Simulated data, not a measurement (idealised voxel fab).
Proc. module: voxel self aligned contacts
The cross-section shown here is cut; it is 170 nm wide and divided into square cells measuring 5 nm on a side.
For the purposes of this document, a cross-section shall be understood as a grid of square cells, specified as bands listed in top-to-bottom order, each band consisting of one or more rows of cells.
Heads up on the band format: heights come first, top then bottom, in nm. After that it's the materials left to right, each with its width in nm. A single material flagged "everywhere" fills the whole band edge to edge, and "blank" means there's empty space there.
Note: height 0 marks the level under which the wafer is uniformly one material as received. Lowest band unbounded below, written "0 nm and below".
The notation "30..40" denotes a width that varies across the rows of cells in the band, beginning at the first number in the top row, finishing at the second number in the bottom row, and changing by an identical amount from each row to the next.
Where a step carries "remained the same", the cross-section came out of it unchanged, cell for cell.
This entry, "Non-vented voids", enumerates those empty regions of no fewer than 8 cells that possess no open connection to the top. Each region is reported in the form width x height at distance, the distance being taken from the left edge, with all three quantities expressed in nm.
Whatever follows a step's settings on its line is a remark the simulator itself makes about that step.
If you see "overlay nm" on a step's line and that step has a mask, it's telling you how far right of where it was planned the mask ended up; a negative number means it went left instead.
# These are the steps we planned for the process
| 1 | RECEIVE: material Si |
| 2 | CONFORMAL_DEP: material SiO2, thk nm 5 |
| 3 | DIRECTIONAL_DEP: material polySi, thk nm 25 |
| 4 | DIRECTIONAL_DEP: material SiN, thk nm 20 |
| 5 | PATTERN: tone cover, mask id GATE, material resist, width nm 25, pitch nm 60, thk nm 20, overlay nm 0 |
| 6 | DIRECTIONAL_ETCH: etch materials SiN, depth nm 20 |
| 7 | DIRECTIONAL_ETCH: etch materials polySi, depth nm 25 |
| 8 | STRIP: etch materials resist |
| 9 | CONFORMAL_DEP: material SiN, thk nm 5 |
| 10 | DIRECTIONAL_ETCH: etch materials SiN, depth nm 5 |
| 11 | FILL_DEP: material SiO2, thk nm 15 |
| 12 | CMP: height nm 55 |
| 13 | DIRECTIONAL_DEP: material aC, thk nm 10 |
| 14 | PATTERN: tone open, mask id CONTACT, material resist, width nm 45, thk nm 25, overlay nm 0 |
| 15 | DIRECTIONAL_ETCH: etch materials aC, depth nm 10 |
| 16 | STRIP: etch materials resist |
| 17 | DIRECTIONAL_ETCH: etch materials SiO2, depth nm 55 |
| 18 | STRIP: etch materials aC |
| 19 | CONFORMAL_DEP: material TiN, thk nm 5 |
| 20 | FILL_DEP: material Ru, thk nm 5 |
| 21 | CMP: height nm 55 |
| 22 | CONFORMAL_DEP: material SiCN, thk nm 5 |
# First wafer of two (run as planned)
# Delivered wafer in cross-section: state after step 1
> 0 nm and below | Si everywhere
> Non-vented voids: none
# Cross-section of the wafer after step 2
> 5 nm to 0 nm | SiO2 everywhere
> At heights below 0, the structure remains unaltered.
# Cross-section of the wafer after step 3
> 30 nm to 5 nm | polySi everywhere
> At heights below 5, the structure remains unaltered.
# Cross-section of the wafer after step 4
> 50 nm to 30 nm | SiN everywhere
> At heights below 30, the structure remains unaltered.
# Cross-section of the wafer after step 5
> 70 nm to 50 nm | blank=40, then resist=25, then blank=35, then resist=25, then blank=45
> At heights below 50, the structure remains unaltered.
# Cross-section of the wafer after step 6
> 70 nm to 50 nm | blank=40, then resist=25, then blank=35, then resist=25, then blank=45
> 50 nm to 30 nm | blank=40, then SiN=25, then blank=35, then SiN=25, then blank=45
> At heights below 30, the structure remains unaltered.
# Cross-section of the wafer after step 7
> 70 nm to 50 nm | blank=40, then resist=25, then blank=35, then resist=25, then blank=45
> 50 nm to 30 nm | blank=40, then SiN=25, then blank=35, then SiN=25, then blank=45
> 30 nm to 5 nm | blank=40, then polySi=25, then blank=35, then polySi=25, then blank=45
> At heights below 5, the structure remains unaltered.
# Cross-section of the wafer after step 8
> 50 nm to 30 nm | blank=40, then SiN=25, then blank=35, then SiN=25, then blank=45
> At heights below 30, the structure remains unaltered.
# Cross-section of the wafer after step 9
> 55 nm to 30 nm | blank=35, then SiN=35, then blank=25, then SiN=35, then blank=40
> 30 nm to 10 nm | blank=35, then SiN=5, then polySi=25, then SiN=5, then blank=25, then SiN=5, then polySi=25, then SiN=5, then blank=40
> 10 nm to 5 nm | SiN=40, then polySi=25, then SiN=35, then polySi=25, then SiN=45
> At heights below 5, the structure remains unaltered.
# Cross-section of the wafer after step 10
> 50 nm to 30 nm | blank=35, then SiN=35, then blank=25, then SiN=35, then blank=40
> 30 nm to 5 nm | blank=35, then SiN=5, then polySi=25, then SiN=5, then blank=25, then SiN=5, then polySi=25, then SiN=5, then blank=40
> At heights below 5, the structure remains unaltered.
# Cross-section of the wafer after step 11
> 65 nm to 50 nm | SiO2 everywhere
> 50 nm to 30 nm | SiO2=35, then SiN=35, then SiO2=25, then SiN=35, then SiO2=40
> 30 nm to 5 nm | SiO2=35, then SiN=5, then polySi=25, then SiN=5, then SiO2=25, then SiN=5, then polySi=25, then SiN=5, then SiO2=40
> At heights below 5, the structure remains unaltered.
# Cross-section of the wafer after step 12
> 55 nm to 50 nm | SiO2 everywhere
> At heights below 50, the structure remains unaltered.
# Cross-section of the wafer after step 13
> 65 nm to 55 nm | aC everywhere
> At heights below 55, the structure remains unaltered.
# Cross-section of the wafer after step 14
> 90 nm to 65 nm | resist=60, then blank=45, then resist=65
> At heights below 65, the structure remains unaltered.
# Cross-section of the wafer after step 15
> 80 nm to 65 nm | resist=60, then blank=45, then resist=65
> 65 nm to 55 nm | aC=60, then blank=45, then aC=65
> At heights below 55, the structure remains unaltered.
# Cross-section of the wafer after step 16
> 65 nm to 55 nm | aC=60, then blank=45, then aC=65
> At heights below 55, the structure remains unaltered.
# Cross-section of the wafer after step 17
> 65 nm to 55 nm | aC=60, then blank=45, then aC=65
> 55 nm to 50 nm | SiO2=60, then blank=45, then SiO2=65
> 50 nm to 30 nm | SiO2=35, then SiN=35, then blank=25, then SiN=35, then SiO2=40
> 30 nm to 5 nm | SiO2=35, then SiN=5, then polySi=25, then SiN=5, then blank=25, then SiN=5, then polySi=25, then SiN=5, then SiO2=40
> 5 nm to 0 nm | SiO2=70, then blank=25, then SiO2=75
> At heights below 0, the structure remains unaltered.
# Cross-section of the wafer after step 18
> 55 nm to 50 nm | SiO2=60, then blank=45, then SiO2=65
> At heights below 50, the structure remains unaltered.
# Cross-section of the wafer after step 19
> 60 nm to 55 nm | TiN=65, then blank=35, then TiN=70
> 55 nm to 50 nm | SiO2=60, then TiN=15, then blank=15, then TiN=15, then SiO2=65
> 50 nm to 30 nm | SiO2=35, then SiN=35, then TiN=5, then blank=15, then TiN=5, then SiN=35, then SiO2=40
> 30 nm to 5 nm | SiO2=35, then SiN=5, then polySi=25, then SiN=5, then TiN=5, then blank=15, then TiN=5, then SiN=5, then polySi=25, then SiN=5, then SiO2=40
> 5 nm to 0 nm | SiO2=70, then TiN=25, then SiO2=75
> At heights below 0, the structure remains unaltered.
# Cross-section of the wafer after step 20
> 65 nm to 60 nm | Ru everywhere
> 60 nm to 55 nm | TiN=65, then Ru=35, then TiN=70
> 55 nm to 50 nm | SiO2=60, then TiN=15, then Ru=15, then TiN=15, then SiO2=65
> 50 nm to 30 nm | SiO2=35, then SiN=35, then TiN=5, then Ru=15, then TiN=5, then SiN=35, then SiO2=40
> 30 nm to 5 nm | SiO2=35, then SiN=5, then polySi=25, then SiN=5, then TiN=5, then Ru=15, then TiN=5, then SiN=5, then polySi=25, then SiN=5, then SiO2=40
> At heights below 5, the structure remains unaltered.
# Cross-section of the wafer after step 21
> 55 nm to 50 nm | SiO2=60, then TiN=15, then Ru=15, then TiN=15, then SiO2=65
> At heights below 50, the structure remains unaltered.
# Cross-section of the wafer after step 22
> 60 nm to 55 nm | SiCN everywhere
> At heights below 55, the structure remains unaltered.
# Wafer two: like wafer one in start and plan, but with one mistake in execution; identical up to and including step 13
# Cross-section: second wafer, time at which step 14 was scheduled to end
> 90 nm to 65 nm | resist=60, then blank=50, then resist=60
> At heights below 65, the structure remains unaltered.
# Cross-section: second wafer, time at which step 15 was scheduled to end
> 80 nm to 65 nm | resist=60, then blank=50, then resist=60
> 65 nm to 55 nm | aC=60, then blank=50, then aC=60
> At heights below 55, the structure remains unaltered.
# Cross-section: second wafer, time at which step 16 was scheduled to end
> 65 nm to 55 nm | aC=60, then blank=50, then aC=60
> At heights below 55, the structure remains unaltered.
# Cross-section: second wafer, time at which step 17 was scheduled to end
> 65 nm to 55 nm | aC=60, then blank=50, then aC=60
> 55 nm to 50 nm | SiO2=60, then blank=50, then SiO2=60
> 50 nm to 30 nm | SiO2=35, then SiN=35, then blank=25, then SiN=35, then SiO2=40
> 30 nm to 5 nm | SiO2=35, then SiN=5, then polySi=25, then SiN=5, then blank=25, then SiN=5, then polySi=25, then SiN=5, then SiO2=40
> 5 nm to 0 nm | SiO2=70, then blank=25, then SiO2=75
> At heights below 0, the structure remains unaltered.
# Cross-section: second wafer, time at which step 18 was scheduled to end
> 55 nm to 50 nm | SiO2=60, then blank=50, then SiO2=60
> At heights below 50, the structure remains unaltered.
# Cross-section: second wafer, time at which step 19 was scheduled to end
> 60 nm to 55 nm | TiN=65, then blank=40, then TiN=65
> 55 nm to 50 nm | SiO2=60, then TiN=15, then blank=15, then TiN=20, then SiO2=60
> 50 nm to 30 nm | SiO2=35, then SiN=35, then TiN=5, then blank=15, then TiN=5, then SiN=35, then SiO2=40
> 30 nm to 5 nm | SiO2=35, then SiN=5, then polySi=25, then SiN=5, then TiN=5, then blank=15, then TiN=5, then SiN=5, then polySi=25, then SiN=5, then SiO2=40
> 5 nm to 0 nm | SiO2=70, then TiN=25, then SiO2=75
> At heights below 0, the structure remains unaltered.
# Cross-section: second wafer, time at which step 20 was scheduled to end
> 65 nm to 60 nm | Ru everywhere
> 60 nm to 55 nm | TiN=65, then Ru=40, then TiN=65
> 55 nm to 50 nm | SiO2=60, then TiN=15, then Ru=15, then TiN=20, then SiO2=60
> 50 nm to 30 nm | SiO2=35, then SiN=35, then TiN=5, then Ru=15, then TiN=5, then SiN=35, then SiO2=40
> 30 nm to 5 nm | SiO2=35, then SiN=5, then polySi=25, then SiN=5, then TiN=5, then Ru=15, then TiN=5, then SiN=5, then polySi=25, then SiN=5, then SiO2=40
> At heights below 5, the structure remains unaltered.
# Cross-section: second wafer, time at which step 21 was scheduled to end
> 55 nm to 50 nm | SiO2=60, then TiN=15, then Ru=15, then TiN=20, then SiO2=60
> At heights below 50, the structure remains unaltered.
# Cross-section: second wafer, time at which step 22 was scheduled to end
> 60 nm to 55 nm | SiCN everywhere
> At heights below 55, the structure remains unaltered.
Where did the run depart from the plan? step 14 ran as: PATTERN: tone open, mask id CONTACT, material resist, width nm 50, thk nm 25, overlay nm 0
Wafer comparison, final, in cells, second relative to first, materials more or fewer: 1 fewer of SiO2 | 1 more of TiN
